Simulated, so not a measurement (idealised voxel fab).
process module | voxel spacer lines
cross-section cut | 175 nm wide | cells 5 nm
A cross-section is a grid of square cells, given in bands from the top down. A band is one or more rows of cells.
Each band's line starts with the height of the band's top and of its bottom, in nm. Then come its materials from left to right, each with its width in nm. One material with "throughout" fills the band from edge to edge. "air" is empty space.
Height 0 is the level under which the wafer as received is all one material. The lowest band goes on downwards, as in "0 down".
A width such as "30 to 40" changes by the same amount from each row of cells to the next, from the band's top row to its bottom row.
"no change" after a step means that no cell of the cross-section changed.
closed voids: empty space of 8 cells or more with no open way to the top, each as width x height at its distance from the left edge, in nm
after a step's settings: what the simulator itself notes on the step
overlay nm, on a step with a mask: how far to the right of its planned place the mask lay; to the left if negative
plan
1 op RECEIVE | material Si
2 op CONFORMAL_DEP | material Al2O3 | thk nm 5
3 op DIRECTIONAL_DEP | material SiN | thk nm 15
4 op DIRECTIONAL_DEP | material aC | thk nm 25
5 op PATTERN | tone cover | mask id MANDREL | material resist | width nm 15 | pitch nm 50 | thk nm 30 | overlay nm 0
6 op DIRECTIONAL_ETCH | etch materials aC | depth nm 25
7 op STRIP | etch materials resist
8 op CONFORMAL_DEP | material SiO2 | thk nm 10
9 op DIRECTIONAL_ETCH | etch materials SiO2 | depth nm 10
10 op STRIP | etch materials aC
11 op DIRECTIONAL_ETCH | etch materials SiN | depth nm 15
12 op STRIP | etch materials SiO2
first wafer, as planned
as received, after step 1
  0 down: Si throughout
  closed voids: none
after step 2
  5 to 0: Al2O3 throughout
  below 0: unchanged
after step 3
  20 to 5: SiN throughout
  below 5: unchanged
after step 4
  45 to 20: aC throughout
  below 20: unchanged
after step 5
  75 to 45: air 30 | resist 15 | air 35 | resist 15 | air 35 | resist 15 | air 30
  below 45: unchanged
after step 6
  50 to 45: air 30 | resist 15 | air 35 | resist 15 | air 35 | resist 15 | air 30
  45 to 20: air 30 | aC 15 | air 35 | aC 15 | air 35 | aC 15 | air 30
  below 20: unchanged
after step 7
  45 to 20: air 30 | aC 15 | air 35 | aC 15 | air 35 | aC 15 | air 30
  below 20: unchanged
after step 8
  55 to 45: air 20 | SiO2 35 | air 15 | SiO2 35 | air 15 | SiO2 35 | air 20
  45 to 30: air 20 | SiO2 10 | aC 15 | SiO2 10 | air 15 | SiO2 10 | aC 15 | SiO2 10 | air 15 | SiO2 10 | aC 15 | SiO2 10 | air 20
  30 to 20: SiO2 30 | aC 15 | SiO2 35 | aC 15 | SiO2 35 | aC 15 | SiO2 30
  below 20: unchanged
after step 9
  45 to 20: air 20 | SiO2 10 | aC 15 | SiO2 10 | air 15 | SiO2 10 | aC 15 | SiO2 10 | air 15 | SiO2 10 | aC 15 | SiO2 10 | air 20
  below 20: unchanged
after step 10
  45 to 20: air 20 | SiO2 10 | air 15 | SiO2 10 | air 15 | SiO2 10 | air 15 | SiO2 10 | air 15 | SiO2 10 | air 15 | SiO2 10 | air 20
  below 20: unchanged
after step 11
  45 to 20: air 20 | SiO2 10 | air 15 | SiO2 10 | air 15 | SiO2 10 | air 15 | SiO2 10 | air 15 | SiO2 10 | air 15 | SiO2 10 | air 20
  20 to 5: air 20 | SiN 10 | air 15 | SiN 10 | air 15 | SiN 10 | air 15 | SiN 10 | air 15 | SiN 10 | air 15 | SiN 10 | air 20
  below 5: unchanged
after step 12
  20 to 5: air 20 | SiN 10 | air 15 | SiN 10 | air 15 | SiN 10 | air 15 | SiN 10 | air 15 | SiN 10 | air 15 | SiN 10 | air 20
  below 5: unchanged
second wafer: like start, like plan, one mistake. Through step 2 it matches the first wafer
when step 3 should have ended
  10 to 5: SiN throughout
  below 5: unchanged
when step 4 should have ended
  35 to 10: aC throughout
  below 10: unchanged
when step 5 should have ended
  65 to 35: air 30 | resist 15 | air 35 | resist 15 | air 35 | resist 15 | air 30
  below 35: unchanged
when step 6 should have ended
  40 to 35: air 30 | resist 15 | air 35 | resist 15 | air 35 | resist 15 | air 30
  35 to 10: air 30 | aC 15 | air 35 | aC 15 | air 35 | aC 15 | air 30
  below 10: unchanged
when step 7 should have ended
  35 to 10: air 30 | aC 15 | air 35 | aC 15 | air 35 | aC 15 | air 30
  below 10: unchanged
when step 8 should have ended
  45 to 35: air 20 | SiO2 35 | air 15 | SiO2 35 | air 15 | SiO2 35 | air 20
  35 to 20: air 20 | SiO2 10 | aC 15 | SiO2 10 | air 15 | SiO2 10 | aC 15 | SiO2 10 | air 15 | SiO2 10 | aC 15 | SiO2 10 | air 20
  20 to 10: SiO2 30 | aC 15 | SiO2 35 | aC 15 | SiO2 35 | aC 15 | SiO2 30
  below 10: unchanged
when step 9 should have ended
  35 to 10: air 20 | SiO2 10 | aC 15 | SiO2 10 | air 15 | SiO2 10 | aC 15 | SiO2 10 | air 15 | SiO2 10 | aC 15 | SiO2 10 | air 20
  below 10: unchanged
when step 10 should have ended
  35 to 10: air 20 | SiO2 10 | air 15 | SiO2 10 | air 15 | SiO2 10 | air 15 | SiO2 10 | air 15 | SiO2 10 | air 15 | SiO2 10 | air 20
  below 10: unchanged
when step 11 should have ended
  35 to 10: air 20 | SiO2 10 | air 15 | SiO2 10 | air 15 | SiO2 10 | air 15 | SiO2 10 | air 15 | SiO2 10 | air 15 | SiO2 10 | air 20
  10 to 5: air 20 | SiN 10 | air 15 | SiN 10 | air 15 | SiN 10 | air 15 | SiN 10 | air 15 | SiN 10 | air 15 | SiN 10 | air 20
  below 5: unchanged
when step 12 should have ended
  10 to 5: air 20 | SiN 10 | air 15 | SiN 10 | air 15 | SiN 10 | air 15 | SiN 10 | air 15 | SiN 10 | air 15 | SiN 10 | air 20
  below 5: unchanged
what went wrong: step 3 ran as: op DIRECTIONAL_DEP | material SiN | thk nm 5
at the end the second wafer has, in cells: 24 fewer of SiN
